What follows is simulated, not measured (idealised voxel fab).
Proc. module: voxel tone inversion
Section shown: cut. Width: 200 nm. Cell size: 5 nm, square.
Reading order for cross-sections: top band down to bottom band. Underlying form: a grid of square cells. Band size: one or more rows of cells. In this notation a band is specified by the heights of its top and bottom, in that order and in nm, after which its materials appear from left to right, each paired with its width in nm. The word "throughout" attached to a single material means that material fills the band from edge to edge; the word "blank" stands for empty space. Heights are reckoned from 0. Under this level, the received wafer is all of one material. The bottommost band is open-ended downward, for example "from 0 down". Read "30->40" as a graded width: first number on top, second number at the bottom, same change between each pair of neighbouring rows. Basically "changes: none" means that step didn't change any cell in the cross-section. Look at "Sealed cavities" for the closed voids: empty spaces with no open path to the top, sized 8 cells or up. Each is width x height at distance, distance from the left edge, all nm. Anything after a step's settings on that line? It's the simulator's own note about the step. The "overlay nm" setting may appear on a step's line; for a step that uses a mask, it gives how far to the right of its planned position the mask lay, and a negative value indicates the left.
LIST OF PLANNED PROCESS STEPS
- 1: RECEIVE with material Si
- 2: CONFORMAL_DEP with material SiCN, thk nm 5
- 3: DIRECTIONAL_DEP with material aC, thk nm 25
- 4: PATTERN with tone cover, mask id POSTS, material resist, width nm 20, pitch nm 35, thk nm 35, overlay nm 0
- 5: DIRECTIONAL_ETCH with etch materials aC, depth nm 25
- 6: STRIP with etch materials resist
- 7: FILL_DEP with material SiO2, thk nm 10
- 8: CMP with height nm 30
- 9: STRIP with etch materials aC
- 10: CONFORMAL_DEP with material TiN, thk nm 5
- 11: FILL_DEP with material Cu, thk nm 10
- 12: CMP with height nm 30
- 13: CONFORMAL_DEP with material SiCN, thk nm 5
WAFER CROSS-SECTION ON RECEIPT, I.E. AFTER STEP 1
from 0 down | Si throughout
Sealed cavities: none
FIRST OF TWO WAFERS: CROSS-SECTION AT END OF MODULE, RUN PER PLAN
from 35 to 30 | SiCN throughout
from 30 to 10 | 70 of SiO2 | 5 of TiN | 10 of Cu | 5 of TiN | 15 of SiO2 | 5 of TiN | 10 of Cu | 5 of TiN | 75 of SiO2
from 10 to 5 | 70 of SiO2 | 20 of TiN | 15 of SiO2 | 20 of TiN | 75 of SiO2
from 5 to 0 | SiCN throughout
from 0 down | Si throughout
Sealed cavities: none
NOW THE SECOND WAFER, CROSS-SECTIONED AT THE END OF THE MODULE. NOTHING DIFFERENT AT THE START, NOTHING DIFFERENT IN THE PLAN COMPARED WITH THE FIRST, JUST ONE MISTAKE WHEN IT WAS ACTUALLY RUN
from 35 to 30 | SiCN throughout
from 30 to 25 | SiO2 throughout
from 25 to 0 | 70 of SiO2 | 20 of aC | 15 of SiO2 | 20 of aC | 75 of SiO2
from 0 down | Si throughout
Sealed cavities: none
So what did we get wrong on this run? step 2 of the plan: omitted, not performed
Wrapping up, a cell-based count of both wafers puts the second over or under the first for these materials: Cu: 16 fewer; SiCN: 40 fewer; SiO2: 40 more; TiN: 24 fewer; aC: 40 more
